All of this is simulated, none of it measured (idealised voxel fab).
Process module, titled voxel transistor to metal
It is cross-section cut that appears here, measuring 215 nm in width, its square cells being 5 nm in size.
A cross-section is a grid of square cells, given in bands from the top down. A band is one or more rows of cells.
Quick guide to a band line: top height, bottom height (nm) up front; then every material left to right with its width in nm. Only one material and it's marked "throughout"? Then it fills the band edge to edge. And "empty" just means empty space.
Heights from 0 (as-received wafer is one material below). Bottom band endless downward, as "0 and below".
Width spec "30..40" -> top row of cells at first value, bottom row at second value, equal per-row change in between.
It should be understood that the words "same as before", when stated for a given step, signify that the cross-section underwent no change in any of its cells during that step.
"Closed cavity list" - sealed voids, min. 8 cells, no opening to top; format: width x height at distance (distance from left edge; nm throughout).
It should be noted that, on the line of a given step, the content following the step's settings is a remark produced by the simulator itself with respect to that step.
Steps that use a mask can have "overlay nm" on their line. It says how far the mask sat to the right of where it was meant to be. Negative means to the left.

THE STEPS PLANNED FOR THE PROCESS ARE AS FOLLOWS
| 1 | RECEIVE with material Si |
| 2 | CONFORMAL_DEP with material SiO2, thk nm 5 |
| 3 | CONFORMAL_DEP with material SiN, thk nm 15 |
| 4 | MASKED_ETCH with tone cover, mask id ACTIVE, width nm 100, etch materials SiN, depth nm 15, overlay nm 0 |
| 5 | MASKED_ETCH with tone cover, mask id ACTIVE, width nm 100, etch materials SiO2, depth nm 5, overlay nm 0 |
| 6 | MASKED_ETCH with tone cover, mask id ACTIVE, width nm 100, etch materials Si, depth nm 20, overlay nm 0 |
| 7 | OXIDIZE with depth nm 5 |
| 8 | FILL_DEP with material SiO2, thk nm 10 |
| 9 | CMP with height nm 20 |
| 10 | SELECTIVE_ETCH with etch materials SiO2, depth nm 10 |
| 11 | STRIP with etch materials SiN |
| 12 | SELECTIVE_ETCH with etch materials SiO2, depth nm 5 |
| 13 | OXIDIZE with depth nm 5 |
| 14 | DIRECTIONAL_DEP with material polySi, thk nm 30 |
| 15 | DIRECTIONAL_DEP with material SiCN, thk nm 15 |
| 16 | DIRECTIONAL_DEP with material aC, thk nm 10 |
| 17 | PATTERN with tone cover, mask id GATE, material resist, width nm 20, thk nm 25, overlay nm 0 |
| 18 | DIRECTIONAL_ETCH with etch materials aC, depth nm 10 |
| 19 | STRIP with etch materials resist |
| 20 | DIRECTIONAL_ETCH with etch materials SiCN, depth nm 25 |
| 21 | DIRECTIONAL_ETCH with etch materials polySi, depth nm 40 |
| 22 | STRIP with etch materials aC |
| 23 | CONFORMAL_DEP with material SiO2, thk nm 5 |
| 24 | DIRECTIONAL_ETCH with etch materials SiO2, depth nm 5 |
| 25 | CONFORMAL_DEP with material SiN, thk nm 10 |
| 26 | DIRECTIONAL_ETCH with etch materials SiN, depth nm 10 |
| 27 | DIRECTIONAL_ETCH with etch materials SiO2, depth nm 5 |
| 28 | EPI with material SiGe, thk nm 5 |
| 29 | FILL_DEP with material SiO2, thk nm 10 |
| 30 | CMP with height nm 45 |
| 31 | DIRECTIONAL_DEP with material SiO2, thk nm 15 |
| 32 | DIRECTIONAL_DEP with material aC, thk nm 10 |
| 33 | PATTERN with tone open, mask id CONTACT, material resist, width nm 30, pitch nm 60, thk nm 30, overlay nm 0 |
| 34 | DIRECTIONAL_ETCH with etch materials aC, depth nm 10 |
| 35 | STRIP with etch materials resist |
| 36 | DIRECTIONAL_ETCH with etch materials SiO2, depth nm 60 |
| 37 | STRIP with etch materials aC |
| 38 | CONFORMAL_DEP with material TiN, thk nm 5 |
| 39 | FILL_DEP with material Ru, thk nm 5 |
| 40 | CMP with height nm 60 |
| 41 | DIRECTIONAL_DEP with material TiN, thk nm 5 |
| 42 | DIRECTIONAL_DEP with material Ru, thk nm 15 |
| 43 | MASKED_ETCH with tone cover, mask id METAL_1, width nm 20, pitch nm 70, etch materials Ru, depth nm 15, overlay nm 0 |
| 44 | MASKED_ETCH with tone cover, mask id METAL_1, width nm 20, pitch nm 70, etch materials TiN, depth nm 5, overlay nm 0 |
| 45 | CONFORMAL_DEP with material SiN, thk nm 5 |
| 46 | FILL_DEP with material lowk, thk nm 5 |
| 47 | CMP with height nm 80 |
| 48 | CONFORMAL_DEP with material SiCN, thk nm 5 |
| 49 | DIRECTIONAL_DEP with material SiO2, thk nm 25 |
| 50 | MASKED_ETCH with tone open, mask id METAL_2, width nm 20, pitch nm 70, etch materials SiO2, depth nm 15, overlay nm 0 |
| 51 | MASKED_ETCH with tone open, mask id METAL_2_HOLES, width nm 15, pitch nm 70, etch materials SiO2, depth nm 10, overlay nm 0 |
| 52 | MASKED_ETCH with tone open, mask id METAL_2_HOLES, width nm 15, pitch nm 70, etch materials SiCN, depth nm 5, overlay nm 0 |
| 53 | CONFORMAL_DEP with material TiN, thk nm 5 |
| 54 | FILL_DEP with material Cu, thk nm 5 |
| 55 | CMP with height nm 110 |
| 56 | CONFORMAL_DEP with material SiCN, thk nm 5 |

INCOMING WAFER IN CROSS-SECTION (STATE: AFTER STEP 1)
* 0 and below: Si throughout
* Closed cavity list: none

FINAL CROSS-SECTION, MODULE RUN WITH ONE MISTAKE (START AND PLAN AS ABOVE)
* 115 down to 110: SiCN throughout
* 110 down to 100: SiO2 60 / TiN 5 / Cu 10 / TiN 5 / SiO2 50 / TiN 5 / Cu 10 / TiN 5 / SiO2 65
* 100 down to 95: SiO2 60 / TiN 5 / Cu 5 / TiN 10 / SiO2 50 / TiN 5 / Cu 5 / TiN 10 / SiO2 65
* 95 down to 85: SiO2 60 / TiN 5 / Cu 5 / TiN 5 / SiO2 55 / TiN 5 / Cu 5 / TiN 5 / SiO2 70
* 85 down to 80: SiCN 60 / TiN 15 / SiCN 55 / TiN 15 / SiCN 70
* 80 down to 65: lowk 55 / SiN 5 / Ru 20 / SiN 5 / lowk 40 / SiN 5 / Ru 20 / SiN 5 / lowk 60
* 65 down to 60: SiN 60 / TiN 20 / SiN 50 / TiN 20 / SiN 65
* 60 down to 50: SiO2 60 / TiN 5 / Ru 20 / TiN 5 / SiO2 30 / TiN 5 / Ru 20 / TiN 5 / SiO2 65
* 50 down to 45: SiO2 60 / TiN 5 / Ru 10 / TiN 15 / SiO2 30 / TiN 15 / Ru 10 / TiN 5 / SiO2 65
* 45 down to 35: SiO2 60 / TiN 5 / Ru 10 / TiN 5 / SiN 10 / SiO2 5 / SiCN 20 / SiO2 5 / SiN 10 / TiN 5 / Ru 10 / TiN 5 / SiO2 65
* 35 down to 10: SiO2 60 / TiN 5 / Ru 10 / TiN 5 / SiN 10 / SiO2 5 / polySi 20 / SiO2 5 / SiN 10 / TiN 5 / Ru 10 / TiN 5 / SiO2 65
* 10 down to 5: SiO2 60 / TiN 20 / SiN 10 / SiO2 5 / polySi 20 / SiO2 5 / SiN 10 / TiN 20 / SiO2 65
* 5 down to 0: SiO2 45 / SiN 10 / SiO2 5 / SiGe 20 / SiO2 50 / SiGe 20 / SiO2 5 / SiN 10 / SiO2 50
* 0 down to -5: SiGe 45 / SiO2 20 / Si 80 / SiO2 20 / SiGe 50
* -5 and below: Si throughout
* Closed cavity list: none
Nonconformance to the process plan: off-plan run, step 4, actual operation and settings MASKED_ETCH with tone open, mask id ACTIVE, width nm 100, etch materials SiN, depth nm 15, overlay nm 0
